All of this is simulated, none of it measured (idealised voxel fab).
Process module name: voxel local oxidation
The cross-section shown here is cut; it is 150 nm wide and divided into square cells measuring 5 nm on a side.
This document writes a cross-section as a grid whose cells are square, and gives it as bands, listed from the top down; one or more rows of cells form a band.
Quick guide to a band line: top height, bottom height (nm) up front; then every material left to right with its width in nm. Only one material and it's marked "everywhere"? Then it fills the band edge to edge. And "blank" just means empty space.
Height 0 is the level under which the wafer as received is all one material. The lowest band goes on downwards, as in "0 down".
Note: "30->40" means the width goes from the first number (top row of the band) to the second number (bottom row) in equal steps per row of cells.
Given "no change occurred" for a step, no cell of the cross-section differs between before and after that step.
You'll see "Trapped cavities" listing empty spaces that have no way open to the top, as long as they're 8 cells or more; the notation is width x height at distance, where the distance is from the left edge, and all of it is in nm.
after a step's settings: what the simulator itself notes on the step
"overlay nm" answers the question of how far to the right of plan the mask lay on a step that has a mask, and when it is negative the answer is to the left.
## The planned process steps are enumerated hereunder
| 1 | RECEIVE with material Si |
| 2 | OXIDIZE with depth nm 5 |
| 3 | CONFORMAL_DEP with material SiN, thk nm 15 |
| 4 | DIRECTIONAL_DEP with material aC, thk nm 15 |
| 5 | PATTERN with tone cover, mask id ACTIVE, material resist, width nm 85, thk nm 30, overlay nm 0 |
| 6 | DIRECTIONAL_ETCH with etch materials aC, depth nm 15 |
| 7 | STRIP with etch materials resist |
| 8 | DIRECTIONAL_ETCH with etch materials SiN, depth nm 15 |
| 9 | STRIP with etch materials aC |
| 10 | SELECTIVE_ETCH with etch materials SiO2, depth nm 5 |
| 11 | OXIDIZE with depth nm 15 |
| 12 | STRIP with etch materials SiN |
Every wafer here starts from the same state; it is the step 5 width nm that distinguishes them, and the value the plan gives belongs to the first wafer.
## The first of several wafers as received, shown in cross-section; this is its state after step 1
> 0 down = Si everywhere
> Trapped cavities: none
## first wafer at the end, after step 12
> 0 to -5 = blank (35) / SiO2 (75) / blank (40)
> -5 to -20 = SiO2 (50) / Si (45) / SiO2 (55)
> -20 down = Si everywhere
> Trapped cavities: none
## So this is the cross-section on the last wafer at the end of the module
> 0 to -5 = blank (25) / SiO2 (100) / blank (25)
> -5 to -20 = SiO2 (40) / Si (70) / SiO2 (40)
> -20 down = Si everywhere
> Trapped cavities: none
## The table below has one row for each wafer; a row shows, as of the end of the module, how many cells of each material the wafer has gained, marked (+), or lost, marked (-), since it was received, and then the wafer's closed voids
width nm 85 | -93 Si | +78 SiO2 | Trapped cavities: none
width nm 90 | -90 Si | +76 SiO2 | Trapped cavities: none
width nm 95 | -87 Si | +74 SiO2 | Trapped cavities: none
width nm 100 | -84 Si | +72 SiO2 | Trapped cavities: none
width nm 105 | -81 Si | +70 SiO2 | Trapped cavities: none
width nm 110 | -78 Si | +68 SiO2 | Trapped cavities: none
